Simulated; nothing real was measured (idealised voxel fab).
Process module in this document: voxel self aligned contacts
Shown is cross-section cut, with a width of 160 nm and square cells of size 5 nm.
Notation: cross-section as square-cell grid; stated in bands, top first, going down; one or more cell rows per band. Heights first: top, then bottom, in nm. Then materials, left to right, each with a width in nm. "everywhere" on a single material: fills the band edge to edge. "air": empty space. Zero point of the height axis is 0; under it, received wafer = one material. Lowest band: continues down indefinitely, "0..down". A width such as "30->40" changes by the same amount from each row of cells to the next, from the band's top row to its bottom row. Step note "no modification" = no cross-section cell changed. You'll see "Trapped cavities" listing empty spaces that have no way open to the top, as long as they're 8 cells or more; the notation is width x height at distance, where the distance is from the left edge, and all of it is in nm. after a step's settings: what the simulator itself notes on the step. overlay nm: mask right of planned place by this much (step with mask). Neg. = left. Note: before/after cross-section pairs follow, one process step per pair, after-side truncated at the lowest changed band, step and settings given beneath. Different runs of this module on the same starting wafer may supply the pairs; a pair continues the one above only where the "Before-step section" entry says so.

[Before-step section]
0..down: Si everywhere
Trapped cavities: none

[Sectional Result]
5..0: SiO2 everywhere
Everything under 0 stays put, no change at all.
Trapped cavities: none
Processing between the before and after sections above: CONFORMAL_DEP [material SiO2] [thk nm 5]

Before-step section: it's just the after picture from the pair right above this one.

[Sectional Result]
25..5: polySi everywhere
Everything under 5 stays put, no change at all.
Trapped cavities: none
Processing between the before and after sections above: DIRECTIONAL_DEP [material polySi] [thk nm 20]

Before-step section: it's just the after picture from the pair right above this one.

[Sectional Result]
45..25: SiN everywhere
Everything under 25 stays put, no change at all.
Trapped cavities: none
Processing between the before and after sections above: DIRECTIONAL_DEP [material SiN] [thk nm 20]

Before-step section: it's just the after picture from the pair right above this one.

[Sectional Result]
45..25: air=25; SiN=30; air=45; SiN=30; air=30
Everything under 25 stays put, no change at all.
Trapped cavities: none
Processing between the before and after sections above: MASKED_ETCH [tone cover] [mask id GATE] [width nm 30] [pitch nm 75] [etch materials SiN] [depth nm 20] [overlay nm 0]

Before-step section: it's just the after picture from the pair right above this one.

[Sectional Result]
45..25: air=25; SiN=30; air=45; SiN=30; air=30
25..5: air=25; polySi=30; air=45; polySi=30; air=30
Everything under 5 stays put, no change at all.
Trapped cavities: none
Processing between the before and after sections above: MASKED_ETCH [tone cover] [mask id GATE] [width nm 30] [pitch nm 75] [etch materials polySi] [depth nm 20] [overlay nm 0]

Before-step section: it's just the after picture from the pair right above this one.

[Sectional Result]
55..25: air=15; SiN=50; air=25; SiN=50; air=20
25..15: air=15; SiN=10; polySi=30; SiN=10; air=25; SiN=10; polySi=30; SiN=10; air=20
15..5: SiN=25; polySi=30; SiN=45; polySi=30; SiN=30
Everything under 5 stays put, no change at all.
Trapped cavities: none
Processing between the before and after sections above: CONFORMAL_DEP [material SiN] [thk nm 10]

Before-step section: it's just the after picture from the pair right above this one.

[Sectional Result]
45..25: air=15; SiN=50; air=25; SiN=50; air=20
25..5: air=15; SiN=10; polySi=30; SiN=10; air=25; SiN=10; polySi=30; SiN=10; air=20
Everything under 5 stays put, no change at all.
Trapped cavities: none
Processing between the before and after sections above: DIRECTIONAL_ETCH [etch materials SiN] [depth nm 10]

Before-step section: it's just the after picture from the pair right above this one.

[Sectional Result]
60..45: SiO2 everywhere
45..25: SiO2=15; SiN=50; SiO2=25; SiN=50; SiO2=20
25..5: SiO2=15; SiN=10; polySi=30; SiN=10; SiO2=25; SiN=10; polySi=30; SiN=10; SiO2=20
Everything under 5 stays put, no change at all.
Trapped cavities: none
Processing between the before and after sections above: FILL_DEP [material SiO2] [thk nm 15]

Before-step section: it's just the after picture from the pair right above this one.

[Sectional Result]
50..45: SiO2 everywhere
Everything under 45 stays put, no change at all.
Trapped cavities: none
Processing between the before and after sections above: CMP [height nm 50]

Before-step section: it's just the after picture from the pair right above this one.

[Sectional Result]
70..50: resist=50; air=55; resist=55
Everything under 50 stays put, no change at all.
Trapped cavities: none
Processing between the before and after sections above: PATTERN [tone open] [mask id CONTACT] [material resist] [width nm 55] [thk nm 20] [overlay nm 0]

Before-step section: it's just the after picture from the pair right above this one.

[Sectional Result]
70..50: resist=50; air=55; resist=55
50..45: SiO2=50; air=55; SiO2=55
45..25: SiO2=15; SiN=50; air=25; SiN=50; SiO2=20
25..5: SiO2=15; SiN=10; polySi=30; SiN=10; air=25; SiN=10; polySi=30; SiN=10; SiO2=20
5..0: SiO2=65; air=25; SiO2=70
Everything under 0 stays put, no change at all.
Trapped cavities: none
Processing between the before and after sections above: DIRECTIONAL_ETCH [etch materials SiO2] [depth nm 50]

Before-step section: it's just the after picture from the pair right above this one.

[Sectional Result]
50..45: SiO2=50; air=55; SiO2=55
Everything under 45 stays put, no change at all.
Trapped cavities: none
Processing between the before and after sections above: STRIP [etch materials resist]

Before-step section: it's just the after picture from the pair right above this one.

[Sectional Result]
55..50: TiN=55; air=45; TiN=60
50..45: SiO2=50; TiN=20; air=15; TiN=20; SiO2=55
45..25: SiO2=15; SiN=50; TiN=5; air=15; TiN=5; SiN=50; SiO2=20
25..5: SiO2=15; SiN=10; polySi=30; SiN=10; TiN=5; air=15; TiN=5; SiN=10; polySi=30; SiN=10; SiO2=20
5..0: SiO2=65; TiN=25; SiO2=70
Everything under 0 stays put, no change at all.
Trapped cavities: none
Processing between the before and after sections above: CONFORMAL_DEP [material TiN] [thk nm 5]

Before-step section: it's just the after picture from the pair right above this one.

[Sectional Result]
65..55: W everywhere
55..50: TiN=55; W=45; TiN=60
50..45: SiO2=50; TiN=20; W=15; TiN=20; SiO2=55
45..25: SiO2=15; SiN=50; TiN=5; W=15; TiN=5; SiN=50; SiO2=20
25..5: SiO2=15; SiN=10; polySi=30; SiN=10; TiN=5; W=15; TiN=5; SiN=10; polySi=30; SiN=10; SiO2=20
Everything under 5 stays put, no change at all.
Trapped cavities: none
Processing between the before and after sections above: FILL_DEP [material W] [thk nm 10]

Before-step section: it's just the after picture from the pair right above this one.

[Sectional Result]
50..45: SiO2=50; TiN=20; W=15; TiN=20; SiO2=55
Everything under 45 stays put, no change at all.
Trapped cavities: none
Processing between the before and after sections above: CMP [height nm 50]

Before-step section: it's just the after picture from the pair right above this one.

[Sectional Result]
55..50: SiN everywhere
Everything under 50 stays put, no change at all.
Trapped cavities: none
Processing between the before and after sections above: CONFORMAL_DEP [material SiN] [thk nm 5]

[Before-step section]
45..25: air=25; SiN=30; air=45; SiN=30; air=30
25..5: air=25; polySi=30; air=45; polySi=30; air=30
5..0: SiO2 everywhere
0..down: Si everywhere
Trapped cavities: none

[Sectional Result]
35..25: air=25; SiN=30; air=45; SiN=30; air=30
Everything under 25 stays put, no change at all.
Trapped cavities: none
Processing between the before and after sections above: DIRECTIONAL_ETCH [etch materials SiN] [depth nm 10]

Before-step section: it's just the after picture from the pair right above this one.

[Sectional Result]
50..35: SiO2 everywhere
35..25: SiO2=25; SiN=30; SiO2=45; SiN=30; SiO2=30
25..5: SiO2=25; polySi=30; SiO2=45; polySi=30; SiO2=30
Everything under 5 stays put, no change at all.
Trapped cavities: none
Processing between the before and after sections above: FILL_DEP [material SiO2] [thk nm 15]

Before-step section: it's just the after picture from the pair right above this one.

[Sectional Result]
70..50: resist=50; air=55; resist=55
Everything under 50 stays put, no change at all.
Trapped cavities: none
Processing between the before and after sections above: PATTERN [tone open] [mask id CONTACT] [material resist] [width nm 55] [thk nm 20] [overlay nm 0]

Before-step section: it's just the after picture from the pair right above this one.

[Sectional Result]
70..50: resist=50; air=55; resist=55
50..35: SiO2=50; air=55; SiO2=55
35..25: SiO2=25; SiN=30; air=45; SiN=30; SiO2=30
25..5: SiO2=25; polySi=30; air=45; polySi=30; SiO2=30
5..0: SiO2=55; air=45; SiO2=60
Everything under 0 stays put, no change at all.
Trapped cavities: none
Processing between the before and after sections above: DIRECTIONAL_ETCH [etch materials SiO2] [depth nm 50]

Before-step section: it's just the after picture from the pair right above this one.

[Sectional Result]
50..35: SiO2=50; air=55; SiO2=55
Everything under 35 stays put, no change at all.
Trapped cavities: none
Processing between the before and after sections above: STRIP [etch materials resist]

Before-step section: it's just the after picture from the pair right above this one.

[Sectional Result]
55..50: TiN=55; air=45; TiN=60
50..40: SiO2=50; TiN=5; air=45; TiN=5; SiO2=55
40..35: SiO2=50; TiN=10; air=35; TiN=10; SiO2=55
35..25: SiO2=25; SiN=30; TiN=5; air=35; TiN=5; SiN=30; SiO2=30
25..5: SiO2=25; polySi=30; TiN=5; air=35; TiN=5; polySi=30; SiO2=30
5..0: SiO2=55; TiN=45; SiO2=60
Everything under 0 stays put, no change at all.
Trapped cavities: none
Processing between the before and after sections above: CONFORMAL_DEP [material TiN] [thk nm 5]

Before-step section: it's just the after picture from the pair right above this one.

[Sectional Result]
65..55: W everywhere
55..50: TiN=55; W=45; TiN=60
50..40: SiO2=50; TiN=5; W=45; TiN=5; SiO2=55
40..35: SiO2=50; TiN=10; W=35; TiN=10; SiO2=55
35..25: SiO2=25; SiN=30; TiN=5; W=35; TiN=5; SiN=30; SiO2=30
25..5: SiO2=25; polySi=30; TiN=5; W=35; TiN=5; polySi=30; SiO2=30
Everything under 5 stays put, no change at all.
Trapped cavities: none
Processing between the before and after sections above: FILL_DEP [material W] [thk nm 10]

Before-step section: it's just the after picture from the pair right above this one.

[Sectional Result]
50..40: SiO2=50; TiN=5; W=45; TiN=5; SiO2=55
Everything under 40 stays put, no change at all.
Trapped cavities: none
Processing between the before and after sections above: CMP [height nm 50]

Before-step section: it's just the after picture from the pair right above this one.

[Sectional Result]
55..50: SiN everywhere
Everything under 50 stays put, no change at all.
Trapped cavities: none
Processing between the before and after sections above: CONFORMAL_DEP [material SiN] [thk nm 5]

[Before-step section]
25..5: polySi everywhere
5..0: SiO2 everywhere
0..down: Si everywhere
Trapped cavities: none

[Sectional Result]
45..5: polySi everywhere
Everything under 5 stays put, no change at all.
Trapped cavities: none
Processing between the before and after sections above: DIRECTIONAL_DEP [material polySi] [thk nm 20]

Before-step section: it's just the after picture from the pair right above this one.

[Sectional Result]
65..45: SiN everywhere
Everything under 45 stays put, no change at all.
Trapped cavities: none
Processing between the before and after sections above: DIRECTIONAL_DEP [material SiN] [thk nm 20]

Before-step section: it's just the after picture from the pair right above this one.

[Sectional Result]
65..45: air=25; SiN=30; air=45; SiN=30; air=30
Everything under 45 stays put, no change at all.
Trapped cavities: none
Processing between the before and after sections above: MASKED_ETCH [tone cover] [mask id GATE] [width nm 30] [pitch nm 75] [etch materials SiN] [depth nm 20] [overlay nm 0]

Before-step section: it's just the after picture from the pair right above this one.

[Sectional Result]
65..45: air=25; SiN=30; air=45; SiN=30; air=30
45..25: air=25; polySi=30; air=45; polySi=30; air=30
Everything under 25 stays put, no change at all.
Trapped cavities: none
Processing between the before and after sections above: MASKED_ETCH [tone cover] [mask id GATE] [width nm 30] [pitch nm 75] [etch materials polySi] [depth nm 20] [overlay nm 0]

Before-step section: it's just the after picture from the pair right above this one.

[Sectional Result]
75..45: air=15; SiN=50; air=25; SiN=50; air=20
45..35: air=15; SiN=10; polySi=30; SiN=10; air=25; SiN=10; polySi=30; SiN=10; air=20
35..25: SiN=25; polySi=30; SiN=45; polySi=30; SiN=30
Everything under 25 stays put, no change at all.
Trapped cavities: none
Processing between the before and after sections above: CONFORMAL_DEP [material SiN] [thk nm 10]

Before-step section: it's just the after picture from the pair right above this one.

[Sectional Result]
65..45: air=15; SiN=50; air=25; SiN=50; air=20
45..25: air=15; SiN=10; polySi=30; SiN=10; air=25; SiN=10; polySi=30; SiN=10; air=20
Everything under 25 stays put, no change at all.
Trapped cavities: none
Processing between the before and after sections above: DIRECTIONAL_ETCH [etch materials SiN] [depth nm 10]

Before-step section: it's just the after picture from the pair right above this one.

[Sectional Result]
80..65: SiO2 everywhere
65..45: SiO2=15; SiN=50; SiO2=25; SiN=50; SiO2=20
45..25: SiO2=15; SiN=10; polySi=30; SiN=10; SiO2=25; SiN=10; polySi=30; SiN=10; SiO2=20
Everything under 25 stays put, no change at all.
Trapped cavities: none
Processing between the before and after sections above: FILL_DEP [material SiO2] [thk nm 15]

Before-step section: it's just the after picture from the pair right above this one.

[Sectional Result]
50..45: SiO2=15; SiN=50; SiO2=25; SiN=50; SiO2=20
Everything under 45 stays put, no change at all.
Trapped cavities: none
Processing between the before and after sections above: CMP [height nm 50]

Before-step section: it's just the after picture from the pair right above this one.

[Sectional Result]
70..50: resist=50; air=55; resist=55
Everything under 50 stays put, no change at all.
Trapped cavities: none
Processing between the before and after sections above: PATTERN [tone open] [mask id CONTACT] [material resist] [width nm 55] [thk nm 20] [overlay nm 0]

Before-step section: it's just the after picture from the pair right above this one.

[Sectional Result]
70..50: resist=50; air=55; resist=55
50..45: SiO2=15; SiN=50; air=25; SiN=50; SiO2=20
45..25: SiO2=15; SiN=10; polySi=30; SiN=10; air=25; SiN=10; polySi=30; SiN=10; SiO2=20
Everything under 25 stays put, no change at all.
Trapped cavities: none
Processing between the before and after sections above: DIRECTIONAL_ETCH [etch materials SiO2] [depth nm 50]

Before-step section: it's just the after picture from the pair right above this one.

[Sectional Result]
50..45: SiO2=15; SiN=50; air=25; SiN=50; SiO2=20
Everything under 45 stays put, no change at all.
Trapped cavities: none
Processing between the before and after sections above: STRIP [etch materials resist]

Before-step section: it's just the after picture from the pair right above this one.

[Sectional Result]
55..50: TiN=70; air=15; TiN=75
50..45: SiO2=15; SiN=50; TiN=5; air=15; TiN=5; SiN=50; SiO2=20
45..30: SiO2=15; SiN=10; polySi=30; SiN=10; TiN=5; air=15; TiN=5; SiN=10; polySi=30; SiN=10; SiO2=20
30..25: SiO2=15; SiN=10; polySi=30; SiN=10; TiN=25; SiN=10; polySi=30; SiN=10; SiO2=20
Everything under 25 stays put, no change at all.
Trapped cavities: none
Processing between the before and after sections above: CONFORMAL_DEP [material TiN] [thk nm 5]

Before-step section: it's just the after picture from the pair right above this one.

[Sectional Result]
65..55: W everywhere
55..50: TiN=70; W=15; TiN=75
50..45: SiO2=15; SiN=50; TiN=5; W=15; TiN=5; SiN=50; SiO2=20
45..30: SiO2=15; SiN=10; polySi=30; SiN=10; TiN=5; W=15; TiN=5; SiN=10; polySi=30; SiN=10; SiO2=20
Everything under 30 stays put, no change at all.
Trapped cavities: none
Processing between the before and after sections above: FILL_DEP [material W] [thk nm 10]

Before-step section: it's just the after picture from the pair right above this one.

[Sectional Result]
50..45: SiO2=15; SiN=50; TiN=5; W=15; TiN=5; SiN=50; SiO2=20
Everything under 45 stays put, no change at all.
Trapped cavities: none
Processing between the before and after sections above: CMP [height nm 50]

Before-step section: it's just the after picture from the pair right above this one.

[Sectional Result]
55..50: SiN everywhere
Everything under 50 stays put, no change at all.
Trapped cavities: none
Processing between the before and after sections above: CONFORMAL_DEP [material SiN] [thk nm 5]

[Before-step section]
5..0: SiO2 everywhere
0..down: Si everywhere
Trapped cavities: none

[Sectional Result]
25..5: SiN everywhere
Everything under 5 stays put, no change at all.
Trapped cavities: none
Processing between the before and after sections above: DIRECTIONAL_DEP [material SiN] [thk nm 20]

Before-step section: it's just the after picture from the pair right above this one.

[Sectional Result]
45..25: polySi everywhere
Everything under 25 stays put, no change at all.
Trapped cavities: none
Processing between the before and after sections above: DIRECTIONAL_DEP [material polySi] [thk nm 20]

Before-step section: it's just the after picture from the pair right above this one.

[Sectional Result]
45..25: air=25; polySi=30; air=45; polySi=30; air=30
Everything under 25 stays put, no change at all.
Trapped cavities: none
Processing between the before and after sections above: MASKED_ETCH [tone cover] [mask id GATE] [width nm 30] [pitch nm 75] [etch materials polySi] [depth nm 20] [overlay nm 0]

Before-step section: it's just the after picture from the pair right above this one.

[Sectional Result]
55..45: air=15; SiN=50; air=25; SiN=50; air=20
45..35: air=15; SiN=10; polySi=30; SiN=10; air=25; SiN=10; polySi=30; SiN=10; air=20
35..25: SiN=25; polySi=30; SiN=45; polySi=30; SiN=30
Everything under 25 stays put, no change at all.
Trapped cavities: none
Processing between the before and after sections above: CONFORMAL_DEP [material SiN] [thk nm 10]

Before-step section: it's just the after picture from the pair right above this one.

[Sectional Result]
45..25: air=15; SiN=10; polySi=30; SiN=10; air=25; SiN=10; polySi=30; SiN=10; air=20
Everything under 25 stays put, no change at all.
Trapped cavities: none
Processing between the before and after sections above: DIRECTIONAL_ETCH [etch materials SiN] [depth nm 10]

Before-step section: it's just the after picture from the pair right above this one.

[Sectional Result]
60..45: SiO2 everywhere
45..25: SiO2=15; SiN=10; polySi=30; SiN=10; SiO2=25; SiN=10; polySi=30; SiN=10; SiO2=20
Everything under 25 stays put, no change at all.
Trapped cavities: none
Processing between the before and after sections above: FILL_DEP [material SiO2] [thk nm 15]

Before-step section: it's just the after picture from the pair right above this one.

[Sectional Result]
50..45: SiO2 everywhere
Everything under 45 stays put, no change at all.
Trapped cavities: none
Processing between the before and after sections above: CMP [height nm 50]

Before-step section: it's just the after picture from the pair right above this one.

[Sectional Result]
70..50: resist=50; air=55; resist=55
Everything under 50 stays put, no change at all.
Trapped cavities: none
Processing between the before and after sections above: PATTERN [tone open] [mask id CONTACT] [material resist] [width nm 55] [thk nm 20] [overlay nm 0]

Before-step section: it's just the after picture from the pair right above this one.

[Sectional Result]
70..50: resist=50; air=55; resist=55
50..45: SiO2=50; air=55; SiO2=55
45..25: SiO2=15; SiN=10; polySi=30; SiN=10; air=25; SiN=10; polySi=30; SiN=10; SiO2=20
Everything under 25 stays put, no change at all.
Trapped cavities: none
Processing between the before and after sections above: DIRECTIONAL_ETCH [etch materials SiO2] [depth nm 50]

Before-step section: it's just the after picture from the pair right above this one.

[Sectional Result]
50..45: SiO2=50; air=55; SiO2=55
Everything under 45 stays put, no change at all.
Trapped cavities: none
Processing between the before and after sections above: STRIP [etch materials resist]

Before-step section: it's just the after picture from the pair right above this one.

[Sectional Result]
55..50: TiN=55; air=45; TiN=60
50..45: SiO2=50; TiN=20; air=15; TiN=20; SiO2=55
45..30: SiO2=15; SiN=10; polySi=30; SiN=10; TiN=5; air=15; TiN=5; SiN=10; polySi=30; SiN=10; SiO2=20
30..25: SiO2=15; SiN=10; polySi=30; SiN=10; TiN=25; SiN=10; polySi=30; SiN=10; SiO2=20
Everything under 25 stays put, no change at all.
Trapped cavities: none
Processing between the before and after sections above: CONFORMAL_DEP [material TiN] [thk nm 5]

Before-step section: it's just the after picture from the pair right above this one.

[Sectional Result]
65..55: W everywhere
55..50: TiN=55; W=45; TiN=60
50..45: SiO2=50; TiN=20; W=15; TiN=20; SiO2=55
45..30: SiO2=15; SiN=10; polySi=30; SiN=10; TiN=5; W=15; TiN=5; SiN=10; polySi=30; SiN=10; SiO2=20
Everything under 30 stays put, no change at all.
Trapped cavities: none
Processing between the before and after sections above: FILL_DEP [material W] [thk nm 10]

Before-step section: it's just the after picture from the pair right above this one.

[Sectional Result]
50..45: SiO2=50; TiN=20; W=15; TiN=20; SiO2=55
Everything under 45 stays put, no change at all.
Trapped cavities: none
Processing between the before and after sections above: CMP [height nm 50]

Before-step section: it's just the after picture from the pair right above this one.

[Sectional Result]
55..50: SiN everywhere
Everything under 50 stays put, no change at all.
Trapped cavities: none
Processing between the before and after sections above: CONFORMAL_DEP [material SiN] [thk nm 5]

[Before-step section]
60..45: SiO2 everywhere
45..25: SiO2=15; SiN=50; SiO2=25; SiN=50; SiO2=20
25..5: SiO2=15; SiN=10; polySi=30; SiN=10; SiO2=25; SiN=10; polySi=30; SiN=10; SiO2=20
5..0: SiO2 everywhere
0..down: Si everywhere
Trapped cavities: none

[Sectional Result]
45..25: SiO2=15; SiN=50; SiO2=25; SiN=50; SiO2=20
Everything under 25 stays put, no change at all.
Trapped cavities: none
Processing between the before and after sections above: CMP [height nm 45]

Before-step section: it's just the after picture from the pair right above this one.

[Sectional Result]
65..45: resist=50; air=55; resist=55
Everything under 45 stays put, no change at all.
Trapped cavities: none
Processing between the before and after sections above: PATTERN [tone open] [mask id CONTACT] [material resist] [width nm 55] [thk nm 20] [overlay nm 0]

Before-step section: it's just the after picture from the pair right above this one.

[Sectional Result]
65..45: resist=50; air=55; resist=55
45..25: SiO2=15; SiN=50; air=25; SiN=50; SiO2=20
25..5: SiO2=15; SiN=10; polySi=30; SiN=10; air=25; SiN=10; polySi=30; SiN=10; SiO2=20
5..0: SiO2=65; air=25; SiO2=70
Everything under 0 stays put, no change at all.
Trapped cavities: none
Processing between the before and after sections above: DIRECTIONAL_ETCH [etch materials SiO2] [depth nm 50]

Before-step section: it's just the after picture from the pair right above this one.

[Sectional Result]
45..25: SiO2=15; SiN=50; air=25; SiN=50; SiO2=20
Everything under 25 stays put, no change at all.
Trapped cavities: none
Processing between the before and after sections above: STRIP [etch materials resist]

Before-step section: it's just the after picture from the pair right above this one.

[Sectional Result]
50..45: TiN=70; air=15; TiN=75
45..25: SiO2=15; SiN=50; TiN=5; air=15; TiN=5; SiN=50; SiO2=20
25..5: SiO2=15; SiN=10; polySi=30; SiN=10; TiN=5; air=15; TiN=5; SiN=10; polySi=30; SiN=10; SiO2=20
5..0: SiO2=65; TiN=25; SiO2=70
Everything under 0 stays put, no change at all.
Trapped cavities: none
Processing between the before and after sections above: CONFORMAL_DEP [material TiN] [thk nm 5]

Before-step section: it's just the after picture from the pair right above this one.

[Sectional Result]
60..50: W everywhere
50..45: TiN=70; W=15; TiN=75
45..25: SiO2=15; SiN=50; TiN=5; W=15; TiN=5; SiN=50; SiO2=20
25..5: SiO2=15; SiN=10; polySi=30; SiN=10; TiN=5; W=15; TiN=5; SiN=10; polySi=30; SiN=10; SiO2=20
Everything under 5 stays put, no change at all.
Trapped cavities: none
Processing between the before and after sections above: FILL_DEP [material W] [thk nm 10]

Before-step section: it's just the after picture from the pair right above this one.

[Sectional Result]
50..45: TiN=70; W=15; TiN=75
Everything under 45 stays put, no change at all.
Trapped cavities: none
Processing between the before and after sections above: CMP [height nm 50]

Before-step section: it's just the after picture from the pair right above this one.

[Sectional Result]
55..50: SiN everywhere
Everything under 50 stays put, no change at all.
Trapped cavities: none
Processing between the before and after sections above: CONFORMAL_DEP [material SiN] [thk nm 5]

[Before-step section]
50..45: SiO2 everywhere
45..25: SiO2=15; SiN=50; SiO2=25; SiN=50; SiO2=20
25..5: SiO2=15; SiN=10; polySi=30; SiN=10; SiO2=25; SiN=10; polySi=30; SiN=10; SiO2=20
5..0: SiO2 everywhere
0..down: Si everywhere
Trapped cavities: none

[Sectional Result]
70..50: resist=55; air=50; resist=55
Everything under 50 stays put, no change at all.
Trapped cavities: none
Processing between the before and after sections above: PATTERN [tone open] [mask id CONTACT] [material resist] [width nm 50] [thk nm 20] [overlay nm 0]

Before-step section: it's just the after picture from the pair right above this one.

[Sectional Result]
70..50: resist=55; air=50; resist=55
50..45: SiO2=55; air=50; SiO2=55
45..25: SiO2=15; SiN=50; air=25; SiN=50; SiO2=20
25..5: SiO2=15; SiN=10; polySi=30; SiN=10; air=25; SiN=10; polySi=30; SiN=10; SiO2=20
5..0: SiO2=65; air=25; SiO2=70
Everything under 0 stays put, no change at all.
Trapped cavities: none
Processing between the before and after sections above: DIRECTIONAL_ETCH [etch materials SiO2] [depth nm 50]

Before-step section: it's just the after picture from the pair right above this one.

[Sectional Result]
50..45: SiO2=55; air=50; SiO2=55
Everything under 45 stays put, no change at all.
Trapped cavities: none
Processing between the before and after sections above: STRIP [etch materials resist]

Before-step section: it's just the after picture from the pair right above this one.

[Sectional Result]
55..50: TiN=60; air=40; TiN=60
50..45: SiO2=55; TiN=15; air=15; TiN=20; SiO2=55
45..25: SiO2=15; SiN=50; TiN=5; air=15; TiN=5; SiN=50; SiO2=20
25..5: SiO2=15; SiN=10; polySi=30; SiN=10; TiN=5; air=15; TiN=5; SiN=10; polySi=30; SiN=10; SiO2=20
5..0: SiO2=65; TiN=25; SiO2=70
Everything under 0 stays put, no change at all.
Trapped cavities: none
Processing between the before and after sections above: CONFORMAL_DEP [material TiN] [thk nm 5]

Before-step section: it's just the after picture from the pair right above this one.

[Sectional Result]
65..55: W everywhere
55..50: TiN=60; W=40; TiN=60
50..45: SiO2=55; TiN=15; W=15; TiN=20; SiO2=55
45..25: SiO2=15; SiN=50; TiN=5; W=15; TiN=5; SiN=50; SiO2=20
25..5: SiO2=15; SiN=10; polySi=30; SiN=10; TiN=5; W=15; TiN=5; SiN=10; polySi=30; SiN=10; SiO2=20
Everything under 5 stays put, no change at all.
Trapped cavities: none
Processing between the before and after sections above: FILL_DEP [material W] [thk nm 10]

Before-step section: it's just the after picture from the pair right above this one.

[Sectional Result]
50..45: SiO2=55; TiN=15; W=15; TiN=20; SiO2=55
Everything under 45 stays put, no change at all.
Trapped cavities: none
Processing between the before and after sections above: CMP [height nm 50]

Before-step section: it's just the after picture from the pair right above this one.

[Sectional Result]
55..50: SiN everywhere
Everything under 50 stays put, no change at all.
Trapped cavities: none
Processing between the before and after sections above: CONFORMAL_DEP [material SiN] [thk nm 5]

[Before-step section]
45..25: air=25; SiN=30; air=45; SiN=30; air=30
25..5: polySi everywhere
5..0: SiO2 everywhere
0..down: Si everywhere
Trapped cavities: none

[Sectional Result]
45..25: air=25; SiN=30; air=45; SiN=30; air=30
25..5: air=25; polySi=40; air=35; polySi=40; air=20
Everything under 5 stays put, no change at all.
Trapped cavities: none
Processing between the before and after sections above: MASKED_ETCH [tone cover] [mask id GATE] [width nm 30] [pitch nm 75] [etch materials polySi] [depth nm 20] [overlay nm 10]

Before-step section: it's just the after picture from the pair right above this one.

[Sectional Result]
55..35: air=15; SiN=50; air=25; SiN=50; air=20
35..25: air=15; SiN=60; air=15; SiN=60; air=10
25..15: air=15; SiN=10; polySi=40; SiN=10; air=15; SiN=10; polySi=40; SiN=10; air=10
15..5: SiN=25; polySi=40; SiN=35; polySi=40; SiN=20
Everything under 5 stays put, no change at all.
Trapped cavities: none
Processing between the before and after sections above: CONFORMAL_DEP [material SiN] [thk nm 10]

Before-step section: it's just the after picture from the pair right above this one.

[Sectional Result]
45..25: air=15; SiN=50; air=25; SiN=50; air=20
25..5: air=15; SiN=10; polySi=40; SiN=10; air=15; SiN=10; polySi=40; SiN=10; air=10
Everything under 5 stays put, no change at all.
Trapped cavities: none
Processing between the before and after sections above: DIRECTIONAL_ETCH [etch materials SiN] [depth nm 10]

Before-step section: it's just the after picture from the pair right above this one.

[Sectional Result]
60..45: SiO2 everywhere
45..25: SiO2=15; SiN=50; SiO2=25; SiN=50; SiO2=20
25..5: SiO2=15; SiN=10; polySi=40; SiN=10; SiO2=15; SiN=10; polySi=40; SiN=10; SiO2=10
Everything under 5 stays put, no change at all.
Trapped cavities: none
Processing between the before and after sections above: FILL_DEP [material SiO2] [thk nm 15]

Before-step section: it's just the after picture from the pair right above this one.

[Sectional Result]
50..45: SiO2 everywhere
Everything under 45 stays put, no change at all.
Trapped cavities: none
Processing between the before and after sections above: CMP [height nm 50]

Before-step section: it's just the after picture from the pair right above this one.

[Sectional Result]
70..50: resist=50; air=55; resist=55
Everything under 50 stays put, no change at all.
Trapped cavities: none
Processing between the before and after sections above: PATTERN [tone open] [mask id CONTACT] [material resist] [width nm 55] [thk nm 20] [overlay nm 0]

Before-step section: it's just the after picture from the pair right above this one.

[Sectional Result]
70..50: resist=50; air=55; resist=55
50..45: SiO2=50; air=55; SiO2=55
45..25: SiO2=15; SiN=50; air=25; SiN=50; SiO2=20
25..5: SiO2=15; SiN=10; polySi=40; SiN=10; air=15; SiN=10; polySi=40; SiN=10; SiO2=10
5..0: SiO2=75; air=15; SiO2=70
Everything under 0 stays put, no change at all.
Trapped cavities: none
Processing between the before and after sections above: DIRECTIONAL_ETCH [etch materials SiO2] [depth nm 50]

Before-step section: it's just the after picture from the pair right above this one.

[Sectional Result]
50..45: SiO2=50; air=55; SiO2=55
Everything under 45 stays put, no change at all.
Trapped cavities: none
Processing between the before and after sections above: STRIP [etch materials resist]

Before-step section: it's just the after picture from the pair right above this one.

[Sectional Result]
55..50: TiN=55; air=45; TiN=60
50..45: SiO2=50; TiN=20; air=15; TiN=20; SiO2=55
45..30: SiO2=15; SiN=50; TiN=5; air=15; TiN=5; SiN=50; SiO2=20
30..25: SiO2=15; SiN=50; TiN=15; air=5; TiN=5; SiN=50; SiO2=20
25..5: SiO2=15; SiN=10; polySi=40; SiN=10; TiN=5; air=5; TiN=5; SiN=10; polySi=40; SiN=10; SiO2=10
5..0: SiO2=75; TiN=15; SiO2=70
Everything under 0 stays put, no change at all.
Trapped cavities: none
Processing between the before and after sections above: CONFORMAL_DEP [material TiN] [thk nm 5]

Before-step section: it's just the after picture from the pair right above this one.

[Sectional Result]
65..55: W everywhere
55..50: TiN=55; W=45; TiN=60
50..45: SiO2=50; TiN=20; W=15; TiN=20; SiO2=55
45..30: SiO2=15; SiN=50; TiN=5; W=15; TiN=5; SiN=50; SiO2=20
30..25: SiO2=15; SiN=50; TiN=15; W=5; TiN=5; SiN=50; SiO2=20
25..5: SiO2=15; SiN=10; polySi=40; SiN=10; TiN=5; W=5; TiN=5; SiN=10; polySi=40; SiN=10; SiO2=10
Everything under 5 stays put, no change at all.
Trapped cavities: none
Processing between the before and after sections above: FILL_DEP [material W] [thk nm 10]

Before-step section: it's just the after picture from the pair right above this one.

[Sectional Result]
50..45: SiO2=50; TiN=20; W=15; TiN=20; SiO2=55
Everything under 45 stays put, no change at all.
Trapped cavities: none
Processing between the before and after sections above: CMP [height nm 50]

Before-step section: it's just the after picture from the pair right above this one.

[Sectional Result]
55..50: SiN everywhere
Everything under 50 stays put, no change at all.
Trapped cavities: none
Processing between the before and after sections above: CONFORMAL_DEP [material SiN] [thk nm 5]

[Before-step section]
50..45: SiO2=50; TiN=20; W=15; TiN=20; SiO2=55
45..25: SiO2=15; SiN=50; TiN=5; W=15; TiN=5; SiN=50; SiO2=20
25..5: SiO2=15; SiN=10; polySi=30; SiN=10; TiN=5; W=15; TiN=5; SiN=10; polySi=30; SiN=10; SiO2=20
5..0: SiO2=65; TiN=25; SiO2=70
0..down: Si everywhere
Trapped cavities: none

[Sectional Result]
55..50: TiN everywhere
Everything under 50 stays put, no change at all.
Trapped cavities: none
Processing between the before and after sections above: CONFORMAL_DEP [material TiN] [thk nm 5]
